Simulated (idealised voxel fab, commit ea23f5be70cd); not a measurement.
Herein follows the process module entitled voxel released beams.
Shown is cross-section cut, with a width of 280 nm and square cells of size 5 nm.
How to read a cross-section here: the picture is a grid of square cells, written as bands going from the top down, and any band can span one or more rows of cells. What a band's entry tells you: where the top is and where the bottom is, as heights in nm, and after that what lies inside, material by material from left to right, each with its width in nm. Empty space is written as the word "air", and a single material marked with the word "all across" occupies the band from edge to edge. Heights are measured from 0, the level below which the as-received wafer is all one material; the lowest band has no bottom and continues downward, written as in "0 down". With a width like "30 to 40", each row of cells in the band differs from the next by the same amount, the top row carrying the first number and the bottom row the second. Where a step carries "left unchanged", the cross-section came out of it unchanged, cell for cell. Look at "Enclosed cavities" for the closed voids: empty spaces with no open path to the top, sized 8 cells or up. Each is width x height at distance, distance from the left edge, all nm. Text after the settings on a step's line: the simulator's own remark on that step. A step line may carry the setting "overlay nm", which, for steps involving a mask, states the distance by which the mask lay to the right of its intended position; negative values denote displacement to the left.

[List of planned process steps]
1. RECEIVE | material Si
2. CONFORMAL_DEP | material Al2O3 | thk nm 10
3. DIRECTIONAL_DEP | material SiO2 | thk nm 20
4. PATTERN | tone open | mask id ANCHOR | material resist | width nm 25 | thk nm 20 | overlay nm 0
5. DIRECTIONAL_ETCH | etch materials SiO2 | depth nm 20
6. STRIP | etch materials resist
7. CONFORMAL_DEP | material SiN | thk nm 10
8. DIRECTIONAL_DEP | material aC | thk nm 10
9. PATTERN | tone cover | mask id BEAM | material resist | width nm 70 | thk nm 30 | overlay nm 0
10. DIRECTIONAL_ETCH | etch materials aC | depth nm 10
11. STRIP | etch materials resist
12. DIRECTIONAL_ETCH | etch materials SiN | depth nm 10
13. STRIP | etch materials aC
14. STRIP | etch materials SiO2

[This is the cross-section of the wafer as we received it, i.e. after step 1]
    0 down | Si all across
    Enclosed cavities: none

[Post-module cross-section of the first of two wafers (run per plan)]
    40 to 30 | air=100  SiN=15  air=5  SiN=50  air=110
    30 to 20 | air=105  SiN=10  air=5  SiN=10  air=150
    20 to 10 | air=105  SiN=25  air=150
    10 to 0 | Al2O3 all across
    0 down | Si all across
    Enclosed cavities: none

[Cross-section, wafer two of two, end of module: same start and plan as wafer one, one error in execution]
    30 to 20 | air=100  SiN=15  air=5  SiN=50  air=110
    20 to 10 | air=105  SiN=10  air=5  SiN=10  air=150
    10 to 0 | air=105  SiN=25  air=150
    0 down | Si all across
    Enclosed cavities: none
What was the processing mistake? the plan's step 2 went unexecuted, having been skipped
Count the cells at the end and the second wafer has more or fewer of some materials than the first: -112 Al2O3
